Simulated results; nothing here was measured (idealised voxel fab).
Documented hereafter: the process module known as voxel self aligned contacts.
The cross-section on display is named cut; it measures 230 nm wide, and its cells are 5 nm squares.
Throughout this document, each cross-section is represented as a grid of square cells and is presented as a sequence of bands enumerated from the top downward, where a band comprises one or more rows of cells. A band entry consists of two parts. The first gives the height of the band's top and the height of its bottom, in nm. The rest lists the band's materials from left to right, each with its width in nm. A single material labelled with the word "throughout" fills the band from edge to edge, and the word "air" marks empty space. Counting heights begins at 0, where everything beneath is, in the wafer as received, one material. The lowest band has no bottom; it goes on downwards, as "0..down" shows. The width entry "30 to 40" should be interpreted row by row: the top row of cells in the band takes the first number, the bottom row takes the second number, and the change between adjacent rows is uniform throughout. Where the words "stayed the same" appear for a step, the cross-section shows no cell changed by that step; every cell remained as before. Closed empty spaces (no open way to the top) of 8 cells or more are what "Closed void roster" lists, each as width x height at distance from the left edge, nm for all three. That trailing text on a step's line, after the settings, is the simulator's own remark on the step. overlay nm: mask right of planned place by this much (step with mask). Neg. = left.
THIS SECTION LISTS THE PROCESS STEPS THAT WERE PLANNED
- 1: RECEIVE with material Si
- 2: OXIDIZE with depth nm 5
- 3: DIRECTIONAL_DEP with material polySi, thk nm 30
- 4: DIRECTIONAL_DEP with material SiN, thk nm 20
- 5: MASKED_ETCH with tone cover, mask id GATE, width nm 30, pitch nm 75, etch materials SiN, depth nm 20, overlay nm 0
- 6: MASKED_ETCH with tone cover, mask id GATE, width nm 30, pitch nm 75, etch materials polySi, depth nm 30, overlay nm 0
- 7: CONFORMAL_DEP with material SiN, thk nm 10
- 8: DIRECTIONAL_ETCH with etch materials SiN, depth nm 10
- 9: FILL_DEP with material SiO2, thk nm 15
- 10: CMP with height nm 55
- 11: DIRECTIONAL_DEP with material aC, thk nm 15
- 12: PATTERN with tone open, mask id CONTACT, material resist, width nm 55, pitch nm 75, thk nm 35, overlay nm 0
- 13: DIRECTIONAL_ETCH with etch materials aC, depth nm 15
- 14: STRIP with etch materials resist
- 15: DIRECTIONAL_ETCH with etch materials SiO2, depth nm 60
- 16: STRIP with etch materials aC
- 17: CONFORMAL_DEP with material TiN, thk nm 5
- 18: FILL_DEP with material Ru, thk nm 5
- 19: CMP with height nm 55
- 20: CONFORMAL_DEP with material SiCN, thk nm 5
CROSS-SECTION OF THE WAFER UPON ARRIVAL, REPRESENTING THE STATE REACHED AFTER STEP 1
  0..down: Si throughout
  Closed void roster: none
THE FIRST OF TWO WAFERS, CROSS-SECTIONED AT THE END OF THE MODULE, WITH THE RUN PROCEEDING AS PLANNED
  60..55: SiCN throughout
  55..50: 50 of SiO2, then 20 of TiN, then 15 of Ru, then 20 of TiN, then 20 of SiO2, then 20 of TiN, then 15 of Ru, then 20 of TiN, then 50 of SiO2
  50..30: 15 of SiO2, then 50 of SiN, then 5 of TiN, then 15 of Ru, then 5 of TiN, then 50 of SiN, then 5 of TiN, then 15 of Ru, then 5 of TiN, then 50 of SiN, then 15 of SiO2
  30..0: 15 of SiO2, then 10 of SiN, then 30 of polySi, then 10 of SiN, then 5 of TiN, then 15 of Ru, then 5 of TiN, then 10 of SiN, then 30 of polySi, then 10 of SiN, then 5 of TiN, then 15 of Ru, then 5 of TiN, then 10 of SiN, then 30 of polySi, then 10 of SiN, then 15 of SiO2
  0..-5: 65 of SiO2, then 25 of TiN, then 50 of SiO2, then 25 of TiN, then 65 of SiO2
  -5..down: Si throughout
  Closed void roster: none
SECOND WAFER CROSS-SECTION AT END OF MODULE - SHARED START AND PLAN WITH THE FIRST, ONE MISTAKE IN THE RUN
  60..55: SiCN throughout
  55..50: 50 of SiO2, then 20 of TiN, then 15 of Ru, then 20 of TiN, then 20 of SiO2, then 20 of TiN, then 15 of Ru, then 20 of TiN, then 50 of SiO2
  50..30: 15 of SiO2, then 50 of SiN, then 5 of TiN, then 15 of Ru, then 5 of TiN, then 50 of SiN, then 5 of TiN, then 15 of Ru, then 5 of TiN, then 50 of SiN, then 15 of SiO2
  30..25: 65 of SiO2, then 25 of TiN, then 50 of SiO2, then 25 of TiN, then 65 of SiO2
  25..0: polySi throughout
  0..down: Si throughout
  Closed void roster: none
Run error: the intended sequence of steps 2 and 3 was reversed during processing, with each occupying the position of the other
The closing comparison, in cells, has the second wafer with more or fewer of some materials than the first: Ru: 36 fewer; Si: 46 more; SiN: 72 fewer; SiO2: 36 fewer; TiN: 24 fewer; polySi: 122 more
